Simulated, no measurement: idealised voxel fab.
You're looking at the process module voxel gate over fins.
This is section cut - it's 250 nm across, gridded in 5 nm square cells.
Format of a cross-section: grid, square cells. Given as bands. Order: top down. Band: one or more rows of cells.
The entry gives the band's vertical extent as a top height and a bottom height in nm, then its horizontal make-up as materials from left to right, each with a width in nm. "air" stands for empty space; a single material marked "throughout" fills the band edge to edge.
Measure heights from 0. That's the level where, below it, the as-received wafer is all one material. The lowest band is bottomless and extends downward; write it as in "0..down".
The width entry "30 to 40" should be interpreted row by row: the top row of cells in the band takes the first number, the bottom row takes the second number, and the change between adjacent rows is uniform throughout.
Step marked "no modification"? Then no cell in the cross-section changed in it.
"Closed void entries" lists enclosed empty spaces (at least 8 cells, no open path upward to the top), each as width x height at distance from the left edge, in nm.
Whatever follows a step's settings on its line is a remark the simulator itself makes about that step.
The line of a step may include "overlay nm". On a step with a mask, this value is how far to the right of its planned place the mask lay. A negative value means the mask lay to the left.
LISTED BELOW ARE THE PROCESS STEPS AS PLANNED
- 1: RECEIVE,material Si
- 2: CONFORMAL_DEP,material SiN,thk nm 10
- 3: DIRECTIONAL_DEP,material aC,thk nm 10
- 4: PATTERN,tone cover,mask id FINS,material resist,width nm 15,pitch nm 50,thk nm 25,overlay nm 0
- 5: DIRECTIONAL_ETCH,etch materials aC,depth nm 10
- 6: STRIP,etch materials resist
- 7: DIRECTIONAL_ETCH,etch materials SiN,depth nm 10
- 8: DIRECTIONAL_ETCH,etch materials Si,depth nm 35
- 9: STRIP,etch materials aC
- 10: FILL_DEP,material SiO2,thk nm 5
- 11: CMP,height nm 10
- 12: MASKED_ETCH,tone open,mask id RAIL,width nm 15,etch materials SiO2,depth nm 40,overlay nm 0
- 13: CONFORMAL_DEP,material TiN,thk nm 5
- 14: FILL_DEP,material Ru,thk nm 10
- 15: CMP,height nm 10
- 16: SELECTIVE_ETCH,etch materials W Ru TiN,depth nm 25
- 17: FILL_DEP,material SiO2,thk nm 5
- 18: CMP,height nm 10
- 19: SELECTIVE_ETCH,etch materials SiO2,depth nm 25
- 20: STRIP,etch materials SiN
- 21: CONFORMAL_DEP,material HfO2,thk nm 5
- 22: CONFORMAL_DEP,material TiN,thk nm 5
- 23: CONFORMAL_DEP,material TiAl,thk nm 5
- 24: CONFORMAL_DEP,material TiN,thk nm 5
- 25: FILL_DEP,material W,thk nm 10
- 26: CMP,height nm 25
- 27: CONFORMAL_DEP,material SiCN,thk nm 5
Variable across wafers: step 16 depth nm (plan value is that of the first wafer; starting state common to all).
THIS IS HOW THE FIRST OF SEVERAL WAFERS LOOKED IN CROSS-SECTION WHEN IT ARRIVED, WHICH IS AFTER STEP 1
0..down: Si throughout
Closed void entries: none
END OF THE MODULE, PAST ITS LAST STEP, STEP 27: HOW THE FIRST OF SEVERAL WAFERS LOOKS IN CROSS-SECTION
30..25: SiCN throughout
25..20: W throughout
20..15: W 70 nm, TiN 105 nm, W 75 nm
15..10: W 70 nm, TiN 5 nm, TiAl 45 nm, TiN 5 nm, TiAl 45 nm, TiN 5 nm, W 75 nm
10..5: W 70 nm, TiN 5 nm, TiAl 5 nm, TiN 35 nm, TiAl 5 nm, TiN 5 nm, TiAl 5 nm, TiN 35 nm, TiAl 5 nm, TiN 5 nm, W 75 nm
5..0: TiN 75 nm, TiAl 5 nm, TiN 5 nm, HfO2 25 nm, TiN 5 nm, TiAl 5 nm, TiN 5 nm, TiAl 5 nm, TiN 5 nm, HfO2 25 nm, TiN 5 nm, TiAl 5 nm, TiN 80 nm
0..-5: TiAl 80 nm, TiN 5 nm, HfO2 5 nm, Si 15 nm, HfO2 5 nm, TiN 5 nm, TiAl 15 nm, TiN 5 nm, HfO2 5 nm, Si 15 nm, HfO2 5 nm, TiN 5 nm, TiAl 85 nm
-5..-10: TiN 85 nm, HfO2 5 nm, Si 15 nm, HfO2 5 nm, TiN 25 nm, HfO2 5 nm, Si 15 nm, HfO2 5 nm, TiN 90 nm
-10..-15: HfO2 90 nm, Si 15 nm, HfO2 35 nm, Si 15 nm, HfO2 95 nm
-15..-25: SiO2 90 nm, Si 15 nm, SiO2 10 nm, TiN 5 nm, Ru 5 nm, TiN 5 nm, SiO2 10 nm, Si 15 nm, SiO2 95 nm
-25..-30: SiO2 90 nm, Si 15 nm, SiO2 10 nm, TiN 15 nm, SiO2 10 nm, Si 15 nm, SiO2 95 nm
-30..-35: SiO2 90 nm, Si 15 nm, SiO2 35 nm, Si 15 nm, SiO2 95 nm
-35..down: Si throughout
Closed void entries: none
HERE WE CROSS-SECTIONED THE LAST OF THE WAFERS ONCE THE MODULE WAS DONE
30..25: SiCN throughout
25..20: W throughout
20..15: W 70 nm, TiN 105 nm, W 75 nm
15..10: W 70 nm, TiN 5 nm, TiAl 45 nm, TiN 5 nm, TiAl 45 nm, TiN 5 nm, W 75 nm
10..5: W 70 nm, TiN 5 nm, TiAl 5 nm, TiN 35 nm, TiAl 5 nm, TiN 5 nm, TiAl 5 nm, TiN 35 nm, TiAl 5 nm, TiN 5 nm, W 75 nm
5..0: TiN 75 nm, TiAl 5 nm, TiN 5 nm, HfO2 25 nm, TiN 5 nm, TiAl 5 nm, TiN 5 nm, TiAl 5 nm, TiN 5 nm, HfO2 25 nm, TiN 5 nm, TiAl 5 nm, TiN 80 nm
0..-5: TiAl 80 nm, TiN 5 nm, HfO2 5 nm, Si 15 nm, HfO2 5 nm, TiN 5 nm, TiAl 15 nm, TiN 5 nm, HfO2 5 nm, Si 15 nm, HfO2 5 nm, TiN 5 nm, TiAl 85 nm
-5..-10: TiN 85 nm, HfO2 5 nm, Si 15 nm, HfO2 5 nm, TiN 25 nm, HfO2 5 nm, Si 15 nm, HfO2 5 nm, TiN 90 nm
-10..-15: HfO2 90 nm, Si 15 nm, HfO2 35 nm, Si 15 nm, HfO2 95 nm
-15..-35: SiO2 90 nm, Si 15 nm, SiO2 35 nm, Si 15 nm, SiO2 95 nm
-35..down: Si throughout
Closed void entries: none
ROWS = WAFERS. AT MODULE END, EACH ROW LISTS PER MATERIAL THE CELLS GAINED (+) OR LOST (-) SINCE THE WAFER WAS RECEIVED, THEN THE CLOSED VOIDS
depth nm 25 | +62 HfO2 | +2 Ru | -308 Si | +50 SiCN | +167 SiO2 | +62 TiAl | +128 TiN | +137 W | Closed void entries: none
depth nm 30 | +62 HfO2 | +1 Ru | -308 Si | +50 SiCN | +170 SiO2 | +62 TiAl | +126 TiN | +137 W | Closed void entries: none
depth nm 35 | +62 HfO2 | -308 Si | +50 SiCN | +173 SiO2 | +62 TiAl | +124 TiN | +137 W | Closed void entries: none
depth nm 40 | +62 HfO2 | -308 Si | +50 SiCN | +176 SiO2 | +62 TiAl | +121 TiN | +137 W | Closed void entries: none
depth nm 45 | +62 HfO2 | -308 Si | +50 SiCN | +176 SiO2 | +62 TiAl | +121 TiN | +137 W | Closed void entries: none
depth nm 50 | +62 HfO2 | -308 Si | +50 SiCN | +176 SiO2 | +62 TiAl | +121 TiN | +137 W | Closed void entries: none
